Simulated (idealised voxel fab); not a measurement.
The process module that follows is named voxel self aligned contacts.
For reference, the cross-section in this document is cut, with width 260 nm and square cells of 5 nm.
How to read a cross-section here: the picture is a grid of square cells, written as bands going from the top down, and any band can span one or more rows of cells. It is stipulated that each band's entry specify, in nanometres, the height of the top of the band and then that of its bottom, followed by the materials of the band in left-to-right sequence, each together with its width in nanometres. A single material marked by the word "all across" is understood to fill the band from edge to edge; the word "blank" is understood to denote empty space. Height is counted from the level 0, under which the received wafer is composed throughout of one material. The lowest of the bands is not closed at the bottom but continues downward, in the notation "top 0, no bottom". So if you see something like "30 to 40" for the width, read it as the top row of the band sitting at the first number and the bottom row at the second, with every row in between moving by the same amount as the last. It should be understood that the words "all unchanged", when stated for a given step, signify that the cross-section underwent no change in any of its cells during that step. "Completely enclosed voids" enumerates empty spaces isolated from the top, with no open way to it, that contain at least 8 cells, giving each as width x height at distance from the left edge, all three in nm. Note: text after step settings on the step line = simulator remark on that step. overlay nm: mask right of planned place by this much (step with mask). Neg. = left.

# plan
1: RECEIVE: material Si
2: CONFORMAL_DEP: material SiO2, thk nm 5
3: DIRECTIONAL_DEP: material polySi, thk nm 30
4: DIRECTIONAL_DEP: material SiN, thk nm 25
5: MASKED_ETCH: tone cover, mask id GATE, width nm 25, pitch nm 60, etch materials SiN, depth nm 25, overlay nm 0
6: MASKED_ETCH: tone cover, mask id GATE, width nm 25, pitch nm 60, etch materials polySi, depth nm 30, overlay nm 0
7: CONFORMAL_DEP: material SiN, thk nm 10
8: DIRECTIONAL_ETCH: etch materials SiN, depth nm 10
9: FILL_DEP: material SiO2, thk nm 15
10: CMP: height nm 65
11: MASKED_ETCH: tone open, mask id CONTACT, width nm 45, pitch nm 60, etch materials SiO2, depth nm 65, overlay nm 0
12: CONFORMAL_DEP: material TiN, thk nm 5
13: FILL_DEP: material W, thk nm 5
14: CMP: height nm 65
15: CONFORMAL_DEP: material SiCN, thk nm 5
For clarity, it should be stated that the wafers under discussion commence in an identical condition and differ with respect to the thk nm of step 15, the plan indicating the value that the first wafer had.

# After step 1, as received: first of several wafers, cross-section
* top 0, no bottom: Si all across
* Completely enclosed voids: none

# Last step of the module is step 15; after it, the first of several wafers in cross-section
* top 70, bottom 65: SiCN all across
* top 65, bottom 60: SiO2 (75)  TiN (20)  W (5)  TiN (20)  SiO2 (15)  TiN (20)  W (5)  TiN (20)  SiO2 (80)
* top 60, bottom 35: SiO2 (45)  SiN (45)  TiN (5)  W (5)  TiN (5)  SiN (45)  TiN (5)  W (5)  TiN (5)  SiN (45)  SiO2 (50)
* top 35, bottom 5: SiO2 (45)  SiN (10)  polySi (25)  SiN (10)  TiN (5)  W (5)  TiN (5)  SiN (10)  polySi (25)  SiN (10)  TiN (5)  W (5)  TiN (5)  SiN (10)  polySi (25)  SiN (10)  SiO2 (50)
* top 5, bottom 0: SiO2 (90)  TiN (15)  SiO2 (45)  TiN (15)  SiO2 (95)
* top 0, no bottom: Si all across
* Completely enclosed voids: none

# Last wafer, end of module, cross-section
* top 85, bottom 65: SiCN all across
* top 65, bottom 60: SiO2 (75)  TiN (20)  W (5)  TiN (20)  SiO2 (15)  TiN (20)  W (5)  TiN (20)  SiO2 (80)
* top 60, bottom 35: SiO2 (45)  SiN (45)  TiN (5)  W (5)  TiN (5)  SiN (45)  TiN (5)  W (5)  TiN (5)  SiN (45)  SiO2 (50)
* top 35, bottom 5: SiO2 (45)  SiN (10)  polySi (25)  SiN (10)  TiN (5)  W (5)  TiN (5)  SiN (10)  polySi (25)  SiN (10)  TiN (5)  W (5)  TiN (5)  SiN (10)  polySi (25)  SiN (10)  SiO2 (50)
* top 5, bottom 0: SiO2 (90)  TiN (15)  SiO2 (45)  TiN (15)  SiO2 (95)
* top 0, no bottom: Si all across
* Completely enclosed voids: none

# The table below has one row for each wafer; a row shows, as of the end of the module, how many cells of each material the wafer has gained, marked (+), or lost, marked (-), since it was received, and then the wafer's closed voids
thk nm 5; +52 SiCN; +207 SiN; +289 SiO2; +66 TiN; +24 W; +90 polySi; Completely enclosed voids: none
thk nm 10; +104 SiCN; +207 SiN; +289 SiO2; +66 TiN; +24 W; +90 polySi; Completely enclosed voids: none
thk nm 15; +156 SiCN; +207 SiN; +289 SiO2; +66 TiN; +24 W; +90 polySi; Completely enclosed voids: none
thk nm 20; +208 SiCN; +207 SiN; +289 SiO2; +66 TiN; +24 W; +90 polySi; Completely enclosed voids: none
